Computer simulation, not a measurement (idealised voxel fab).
Process module in this document: voxel capacitor over wiring
Cross-section cut spans 295 nm and uses square cells 5 nm in size.
A cross-section is a grid of square cells, given in bands from the top down. A band is one or more rows of cells.
In this notation a band is specified by the heights of its top and bottom, in that order and in nm, after which its materials appear from left to right, each paired with its width in nm. The word "throughout" attached to a single material means that material fills the band from edge to edge; the word "blank" stands for empty space.
Heights are measured from 0, the level below which the as-received wafer is all one material; the lowest band has no bottom and continues downward, written as in "z 0 and below".
Think of "30..40" as a width that walks from the first number to the second as you go down the band, top row to bottom row, taking equal-sized steps from row to row.
Step marked "no change"? Then no cell in the cross-section changed in it.
"Voids, sealed" enumerates empty spaces isolated from the top, with no open way to it, that contain at least 8 cells, giving each as width x height at distance from the left edge, all three in nm.
Anything after a step's settings on that line? It's the simulator's own note about the step.
overlay nm: step with mask; distance mask lay right of planned place; negative value = left of planned place.

The following list gives the planned process steps:
1. op RECEIVE | material Si
2. op CONFORMAL_DEP | material SiO2 | thk nm 10
3. op CONFORMAL_DEP | material SiN | thk nm 5
4. op DIRECTIONAL_DEP | material lowk | thk nm 25
5. op MASKED_ETCH | tone open | mask id METAL_1 | width nm 20 | pitch nm 85 | etch materials lowk | depth nm 25 | overlay nm 0
6. op MASKED_ETCH | tone open | mask id METAL_1 | width nm 20 | pitch nm 85 | etch materials SiN | depth nm 5 | overlay nm 0
7. op CONFORMAL_DEP | material TiN | thk nm 5
8. op FILL_DEP | material Cu | thk nm 5
9. op CMP | height nm 40
10. op CONFORMAL_DEP | material SiCN | thk nm 5
11. op DIRECTIONAL_DEP | material lowk | thk nm 10
12. op MASKED_ETCH | tone open | mask id PLUG_1 | width nm 15 | etch materials lowk | depth nm 10 | overlay nm 0
13. op MASKED_ETCH | tone open | mask id PLUG_1 | width nm 15 | etch materials SiCN | depth nm 5 | overlay nm 0
14. op EPI | material Ru | thk nm 10
15. op EPI | material Ru | thk nm 5
16. op DIRECTIONAL_DEP | material TiN | thk nm 10
17. op DIRECTIONAL_DEP | material SiN | thk nm 5
18. op DIRECTIONAL_DEP | material TiN | thk nm 5
19. op DIRECTIONAL_DEP | material aC | thk nm 15
20. op PATTERN | tone cover | mask id UPPER_PLATE | material resist | width nm 70 | thk nm 30 | overlay nm 0
21. op DIRECTIONAL_ETCH | etch materials aC | depth nm 15
22. op STRIP | etch materials resist
23. op DIRECTIONAL_ETCH | etch materials TiN | depth nm 5
24. op DIRECTIONAL_ETCH | etch materials SiN | depth nm 5
25. op STRIP | etch materials aC
26. op DIRECTIONAL_DEP | material aC | thk nm 15
27. op PATTERN | tone cover | mask id LOWER_PLATE | material resist | width nm 80 | thk nm 30 | overlay nm 0
28. op DIRECTIONAL_ETCH | etch materials aC | depth nm 15
29. op STRIP | etch materials resist
30. op DIRECTIONAL_ETCH | etch materials TiN | depth nm 10
31. op STRIP | etch materials aC
32. op FILL_DEP | material SiO2 | thk nm 15
33. op CMP | height nm 85
34. op PATTERN | tone open | mask id PLUG_2 | material resist | width nm 15 | thk nm 15 | overlay nm 0
35. op DIRECTIONAL_ETCH | etch materials SiO2 | depth nm 10
36. op STRIP | etch materials resist
37. op CONFORMAL_DEP | material TiN | thk nm 5
38. op FILL_DEP | material W | thk nm 5
39. op CMP | height nm 85
40. op CONFORMAL_DEP | material SiCN | thk nm 5

The following pertains to the first of two wafers, which was processed as planned:

Step 1 complete: cross-section of the wafer as received:
	z 0 and below | Si throughout
	Voids, sealed: none

Wafer after step 2 (cross-section):
	z 10 to 0 | SiO2 throughout
	Note: structure below 0 unchanged.

Wafer after step 3 (cross-section):
	z 15 to 10 | SiN throughout
	Note: structure below 10 unchanged.

Wafer after step 4 (cross-section):
	z 40 to 15 | lowk throughout
	Note: structure below 15 unchanged.

Wafer after step 5 (cross-section):
	z 40 to 15 | 95 of lowk | 20 of blank | 65 of lowk | 20 of blank | 95 of lowk
	Note: structure below 15 unchanged.

Wafer after step 6 (cross-section):
	z 40 to 15 | 95 of lowk | 20 of blank | 65 of lowk | 20 of blank | 95 of lowk
	z 15 to 10 | 95 of SiN | 20 of blank | 65 of SiN | 20 of blank | 95 of SiN
	Note: structure below 10 unchanged.

Wafer after step 7 (cross-section):
	z 45 to 40 | 100 of TiN | 10 of blank | 75 of TiN | 10 of blank | 100 of TiN
	z 40 to 15 | 95 of lowk | 5 of TiN | 10 of blank | 5 of TiN | 65 of lowk | 5 of TiN | 10 of blank | 5 of TiN | 95 of lowk
	z 15 to 10 | 95 of SiN | 20 of TiN | 65 of SiN | 20 of TiN | 95 of SiN
	Note: structure below 10 unchanged.

Wafer after step 8 (cross-section):
	z 50 to 45 | Cu throughout
	z 45 to 40 | 100 of TiN | 10 of Cu | 75 of TiN | 10 of Cu | 100 of TiN
	z 40 to 15 | 95 of lowk | 5 of TiN | 10 of Cu | 5 of TiN | 65 of lowk | 5 of TiN | 10 of Cu | 5 of TiN | 95 of lowk
	Note: structure below 15 unchanged.

Wafer after step 9 (cross-section):
	z 40 to 15 | 95 of lowk | 5 of TiN | 10 of Cu | 5 of TiN | 65 of lowk | 5 of TiN | 10 of Cu | 5 of TiN | 95 of lowk
	Note: structure below 15 unchanged.

Wafer after step 10 (cross-section):
	z 45 to 40 | SiCN throughout
	Note: structure below 40 unchanged.

Wafer after step 11 (cross-section):
	z 55 to 45 | lowk throughout
	Note: structure below 45 unchanged.

Wafer after step 12 (cross-section):
	z 55 to 45 | 100 of lowk | 15 of blank | 180 of lowk
	Note: structure below 45 unchanged.

Wafer after step 13 (cross-section):
	z 55 to 45 | 100 of lowk | 15 of blank | 180 of lowk
	z 45 to 40 | 100 of SiCN | 15 of blank | 180 of SiCN
	Note: structure below 40 unchanged.

Wafer after step 14 (cross-section):
	z 55 to 50 | 100 of lowk | 15 of blank | 180 of lowk
	z 50 to 45 | 100 of lowk | 15 of Ru | 180 of lowk
	z 45 to 40 | 100 of SiCN | 15 of Ru | 180 of SiCN
	Note: structure below 40 unchanged.

Wafer after step 15 (cross-section):
	z 55 to 45 | 100 of lowk | 15 of Ru | 180 of lowk
	Note: structure below 45 unchanged.

Wafer after step 16 (cross-section):
	z 65 to 55 | TiN throughout
	Note: structure below 55 unchanged.

Wafer after step 17 (cross-section):
	z 70 to 65 | SiN throughout
	Note: structure below 65 unchanged.

Wafer after step 18 (cross-section):
	z 75 to 70 | TiN throughout
	Note: structure below 70 unchanged.

Wafer after step 19 (cross-section):
	z 90 to 75 | aC throughout
	Note: structure below 75 unchanged.

Wafer after step 20 (cross-section):
	z 120 to 90 | 100 of blank | 70 of resist | 125 of blank
	Note: structure below 90 unchanged.

Wafer after step 21 (cross-section):
	z 105 to 90 | 100 of blank | 70 of resist | 125 of blank
	z 90 to 75 | 100 of blank | 70 of aC | 125 of blank
	Note: structure below 75 unchanged.

Wafer after step 22 (cross-section):
	z 90 to 75 | 100 of blank | 70 of aC | 125 of blank
	Note: structure below 75 unchanged.

Wafer after step 23 (cross-section):
	z 90 to 75 | 100 of blank | 70 of aC | 125 of blank
	z 75 to 70 | 100 of blank | 70 of TiN | 125 of blank
	Note: structure below 70 unchanged.

Wafer after step 24 (cross-section):
	z 90 to 75 | 100 of blank | 70 of aC | 125 of blank
	z 75 to 70 | 100 of blank | 70 of TiN | 125 of blank
	z 70 to 65 | 100 of blank | 70 of SiN | 125 of blank
	Note: structure below 65 unchanged.

Wafer after step 25 (cross-section):
	z 75 to 70 | 100 of blank | 70 of TiN | 125 of blank
	Note: structure below 70 unchanged.

Wafer after step 26 (cross-section):
	z 90 to 80 | 100 of blank | 70 of aC | 125 of blank
	z 80 to 75 | aC throughout
	z 75 to 70 | 100 of aC | 70 of TiN | 125 of aC
	z 70 to 65 | 100 of aC | 70 of SiN | 125 of aC
	Note: structure below 65 unchanged.

Wafer after step 27 (cross-section):
	z 120 to 90 | 95 of blank | 80 of resist | 120 of blank
	z 90 to 80 | 95 of blank | 5 of resist | 70 of aC | 5 of resist | 120 of blank
	Note: structure below 80 unchanged.

Wafer after step 28 (cross-section):
	z 105 to 90 | 95 of blank | 80 of resist | 120 of blank
	z 90 to 80 | 95 of blank | 5 of resist | 70 of aC | 5 of resist | 120 of blank
	z 80 to 75 | 95 of blank | 80 of aC | 120 of blank
	z 75 to 70 | 95 of blank | 5 of aC | 70 of TiN | 5 of aC | 120 of blank
	z 70 to 65 | 95 of blank | 5 of aC | 70 of SiN | 5 of aC | 120 of blank
	Note: structure below 65 unchanged.

Wafer after step 29 (cross-section):
	z 90 to 80 | 100 of blank | 70 of aC | 125 of blank
	Note: structure below 80 unchanged.

Wafer after step 30 (cross-section):
	z 90 to 80 | 100 of blank | 70 of aC | 125 of blank
	z 80 to 75 | 95 of blank | 80 of aC | 120 of blank
	z 75 to 70 | 95 of blank | 5 of aC | 70 of TiN | 5 of aC | 120 of blank
	z 70 to 65 | 95 of blank | 5 of aC | 70 of SiN | 5 of aC | 120 of blank
	z 65 to 55 | 95 of blank | 80 of TiN | 120 of blank
	Note: structure below 55 unchanged.

Wafer after step 31 (cross-section):
	z 75 to 70 | 100 of blank | 70 of TiN | 125 of blank
	z 70 to 65 | 100 of blank | 70 of SiN | 125 of blank
	Note: structure below 65 unchanged.

Wafer after step 32 (cross-section):
	z 90 to 75 | SiO2 throughout
	z 75 to 70 | 100 of SiO2 | 70 of TiN | 125 of SiO2
	z 70 to 65 | 100 of SiO2 | 70 of SiN | 125 of SiO2
	z 65 to 55 | 95 of SiO2 | 80 of TiN | 120 of SiO2
	Note: structure below 55 unchanged.

Wafer after step 33 (cross-section):
	z 85 to 75 | SiO2 throughout
	Note: structure below 75 unchanged.

Wafer after step 34 (cross-section):
	z 100 to 85 | 110 of resist | 15 of blank | 170 of resist
	Note: structure below 85 unchanged.

Wafer after step 35 (cross-section):
	z 100 to 85 | 110 of resist | 15 of blank | 170 of resist
	z 85 to 75 | 110 of SiO2 | 15 of blank | 170 of SiO2
	Note: structure below 75 unchanged.

Wafer after step 36 (cross-section):
	z 85 to 75 | 110 of SiO2 | 15 of blank | 170 of SiO2
	Note: structure below 75 unchanged.

Wafer after step 37 (cross-section):
	z 90 to 85 | 115 of TiN | 5 of blank | 175 of TiN
	z 85 to 80 | 110 of SiO2 | 5 of TiN | 5 of blank | 5 of TiN | 170 of SiO2
	z 80 to 70 | 110..100 of SiO2 | 15..70 of TiN | 170..125 of SiO2
	Note: structure below 70 unchanged.

Wafer after step 38 (cross-section):
	z 95 to 90 | W throughout
	z 90 to 85 | 115 of TiN | 5 of W | 175 of TiN
	z 85 to 80 | 110 of SiO2 | 5 of TiN | 5 of W | 5 of TiN | 170 of SiO2
	Note: structure below 80 unchanged.

Wafer after step 39 (cross-section):
	z 85 to 80 | 110 of SiO2 | 5 of TiN | 5 of W | 5 of TiN | 170 of SiO2
	Note: structure below 80 unchanged.

Wafer after step 40 (cross-section):
	z 90 to 85 | SiCN throughout
	Note: structure below 85 unchanged.

Wafer two: like wafer one in start and plan, but with one mistake in execution; identical up to and including step 5:

The second wafer cut through, at the time step 6 was supposed to be finished:
	z 40 to 15 | 95 of lowk | 20 of blank | 65 of lowk | 20 of blank | 95 of lowk
	z 15 to 10 | 95 of SiN | 15 of blank | 70 of SiN | 15 of blank | 100 of SiN
	Note: structure below 10 unchanged.

The second wafer cut through, at the time step 7 was supposed to be finished:
	z 45 to 40 | 100 of TiN | 10 of blank | 75 of TiN | 10 of blank | 100 of TiN
	z 40 to 20 | 95 of lowk | 5 of TiN | 10 of blank | 5 of TiN | 65 of lowk | 5 of TiN | 10 of blank | 5 of TiN | 95 of lowk
	z 20 to 15 | 95 of lowk | 5 of TiN | 5 of blank | 10 of TiN | 65 of lowk | 5 of TiN | 5 of blank | 10 of TiN | 95 of lowk
	z 15 to 10 | 95 of SiN | 15 of TiN | 70 of SiN | 15 of TiN | 100 of SiN
	Note: structure below 10 unchanged.

The second wafer cut through, at the time step 8 was supposed to be finished:
	z 50 to 45 | Cu throughout
	z 45 to 40 | 100 of TiN | 10 of Cu | 75 of TiN | 10 of Cu | 100 of TiN
	z 40 to 20 | 95 of lowk | 5 of TiN | 10 of Cu | 5 of TiN | 65 of lowk | 5 of TiN | 10 of Cu | 5 of TiN | 95 of lowk
	z 20 to 15 | 95 of lowk | 5 of TiN | 5 of Cu | 10 of TiN | 65 of lowk | 5 of TiN | 5 of Cu | 10 of TiN | 95 of lowk
	Note: structure below 15 unchanged.

The second wafer cut through, at the time step 9 was supposed to be finished:
	z 40 to 20 | 95 of lowk | 5 of TiN | 10 of Cu | 5 of TiN | 65 of lowk | 5 of TiN | 10 of Cu | 5 of TiN | 95 of lowk
	Note: structure below 20 unchanged.

The second wafer cut through, at the time step 10 was supposed to be finished:
	z 45 to 40 | SiCN throughout
	Note: structure below 40 unchanged.

The second wafer cut through, at the time step 11 was supposed to be finished:
	z 55 to 45 | lowk throughout
	Note: structure below 45 unchanged.

The second wafer cut through, at the time step 12 was supposed to be finished:
	z 55 to 45 | 100 of lowk | 15 of blank | 180 of lowk
	Note: structure below 45 unchanged.

The second wafer cut through, at the time step 13 was supposed to be finished:
	z 55 to 45 | 100 of lowk | 15 of blank | 180 of lowk
	z 45 to 40 | 100 of SiCN | 15 of blank | 180 of SiCN
	Note: structure below 40 unchanged.

The second wafer cut through, at the time step 14 was supposed to be finished:
	z 55 to 50 | 100 of lowk | 15 of blank | 180 of lowk
	z 50 to 45 | 100 of lowk | 15 of Ru | 180 of lowk
	z 45 to 40 | 100 of SiCN | 15 of Ru | 180 of SiCN
	Note: structure below 40 unchanged.

The second wafer cut through, at the time step 15 was supposed to be finished:
	z 55 to 45 | 100 of lowk | 15 of Ru | 180 of lowk
	Note: structure below 45 unchanged.

The second wafer cut through, at the time step 16 was supposed to be finished:
	z 65 to 55 | TiN throughout
	Note: structure below 55 unchanged.

The second wafer cut through, at the time step 17 was supposed to be finished:
	z 70 to 65 | SiN throughout
	Note: structure below 65 unchanged.

The second wafer cut through, at the time step 18 was supposed to be finished:
	z 75 to 70 | TiN throughout
	Note: structure below 70 unchanged.

The second wafer cut through, at the time step 19 was supposed to be finished:
	z 90 to 75 | aC throughout
	Note: structure below 75 unchanged.

The second wafer cut through, at the time step 20 was supposed to be finished:
	z 120 to 90 | 100 of blank | 70 of resist | 125 of blank
	Note: structure below 90 unchanged.

The second wafer cut through, at the time step 21 was supposed to be finished:
	z 105 to 90 | 100 of blank | 70 of resist | 125 of blank
	z 90 to 75 | 100 of blank | 70 of aC | 125 of blank
	Note: structure below 75 unchanged.

The second wafer cut through, at the time step 22 was supposed to be finished:
	z 90 to 75 | 100 of blank | 70 of aC | 125 of blank
	Note: structure below 75 unchanged.

The second wafer cut through, at the time step 23 was supposed to be finished:
	z 90 to 75 | 100 of blank | 70 of aC | 125 of blank
	z 75 to 70 | 100 of blank | 70 of TiN | 125 of blank
	Note: structure below 70 unchanged.

The second wafer cut through, at the time step 24 was supposed to be finished:
	z 90 to 75 | 100 of blank | 70 of aC | 125 of blank
	z 75 to 70 | 100 of blank | 70 of TiN | 125 of blank
	z 70 to 65 | 100 of blank | 70 of SiN | 125 of blank
	Note: structure below 65 unchanged.

The second wafer cut through, at the time step 25 was supposed to be finished:
	z 75 to 70 | 100 of blank | 70 of TiN | 125 of blank
	Note: structure below 70 unchanged.

The second wafer cut through, at the time step 26 was supposed to be finished:
	z 90 to 80 | 100 of blank | 70 of aC | 125 of blank
	z 80 to 75 | aC throughout
	z 75 to 70 | 100 of aC | 70 of TiN | 125 of aC
	z 70 to 65 | 100 of aC | 70 of SiN | 125 of aC
	Note: structure below 65 unchanged.

The second wafer cut through, at the time step 27 was supposed to be finished:
	z 120 to 90 | 95 of blank | 80 of resist | 120 of blank
	z 90 to 80 | 95 of blank | 5 of resist | 70 of aC | 5 of resist | 120 of blank
	Note: structure below 80 unchanged.

The second wafer cut through, at the time step 28 was supposed to be finished:
	z 105 to 90 | 95 of blank | 80 of resist | 120 of blank
	z 90 to 80 | 95 of blank | 5 of resist | 70 of aC | 5 of resist | 120 of blank
	z 80 to 75 | 95 of blank | 80 of aC | 120 of blank
	z 75 to 70 | 95 of blank | 5 of aC | 70 of TiN | 5 of aC | 120 of blank
	z 70 to 65 | 95 of blank | 5 of aC | 70 of SiN | 5 of aC | 120 of blank
	Note: structure below 65 unchanged.

The second wafer cut through, at the time step 29 was supposed to be finished:
	z 90 to 80 | 100 of blank | 70 of aC | 125 of blank
	Note: structure below 80 unchanged.

The second wafer cut through, at the time step 30 was supposed to be finished:
	z 90 to 80 | 100 of blank | 70 of aC | 125 of blank
	z 80 to 75 | 95 of blank | 80 of aC | 120 of blank
	z 75 to 70 | 95 of blank | 5 of aC | 70 of TiN | 5 of aC | 120 of blank
	z 70 to 65 | 95 of blank | 5 of aC | 70 of SiN | 5 of aC | 120 of blank
	z 65 to 55 | 95 of blank | 80 of TiN | 120 of blank
	Note: structure below 55 unchanged.

The second wafer cut through, at the time step 31 was supposed to be finished:
	z 75 to 70 | 100 of blank | 70 of TiN | 125 of blank
	z 70 to 65 | 100 of blank | 70 of SiN | 125 of blank
	Note: structure below 65 unchanged.

The second wafer cut through, at the time step 32 was supposed to be finished:
	z 90 to 75 | SiO2 throughout
	z 75 to 70 | 100 of SiO2 | 70 of TiN | 125 of SiO2
	z 70 to 65 | 100 of SiO2 | 70 of SiN | 125 of SiO2
	z 65 to 55 | 95 of SiO2 | 80 of TiN | 120 of SiO2
	Note: structure below 55 unchanged.

The second wafer cut through, at the time step 33 was supposed to be finished:
	z 85 to 75 | SiO2 throughout
	Note: structure below 75 unchanged.

The second wafer cut through, at the time step 34 was supposed to be finished:
	z 100 to 85 | 110 of resist | 15 of blank | 170 of resist
	Note: structure below 85 unchanged.

The second wafer cut through, at the time step 35 was supposed to be finished:
	z 100 to 85 | 110 of resist | 15 of blank | 170 of resist
	z 85 to 75 | 110 of SiO2 | 15 of blank | 170 of SiO2
	Note: structure below 75 unchanged.

The second wafer cut through, at the time step 36 was supposed to be finished:
	z 85 to 75 | 110 of SiO2 | 15 of blank | 170 of SiO2
	Note: structure below 75 unchanged.

The second wafer cut through, at the time step 37 was supposed to be finished:
	z 90 to 85 | 115 of TiN | 5 of blank | 175 of TiN
	z 85 to 80 | 110 of SiO2 | 5 of TiN | 5 of blank | 5 of TiN | 170 of SiO2
	z 80 to 70 | 110..100 of SiO2 | 15..70 of TiN | 170..125 of SiO2
	Note: structure below 70 unchanged.

The second wafer cut through, at the time step 38 was supposed to be finished:
	z 95 to 90 | W throughout
	z 90 to 85 | 115 of TiN | 5 of W | 175 of TiN
	z 85 to 80 | 110 of SiO2 | 5 of TiN | 5 of W | 5 of TiN | 170 of SiO2
	Note: structure below 80 unchanged.

The second wafer cut through, at the time step 39 was supposed to be finished:
	z 85 to 80 | 110 of SiO2 | 5 of TiN | 5 of W | 5 of TiN | 170 of SiO2
	Note: structure below 80 unchanged.

The second wafer cut through, at the time step 40 was supposed to be finished:
	z 90 to 85 | SiCN throughout
	Note: structure below 85 unchanged.
Heads up, the wafer didn't run the way we planned it: step 6 ran differently from the plan; actual operation with settings: op MASKED_ETCH | tone open | mask id METAL_1 | width nm 20 | pitch nm 85 | etch materials SiN | depth nm 5 | overlay nm -5
Final wafer comparison in cells, second versus first, more or fewer per material: -2 Cu | +2 SiN
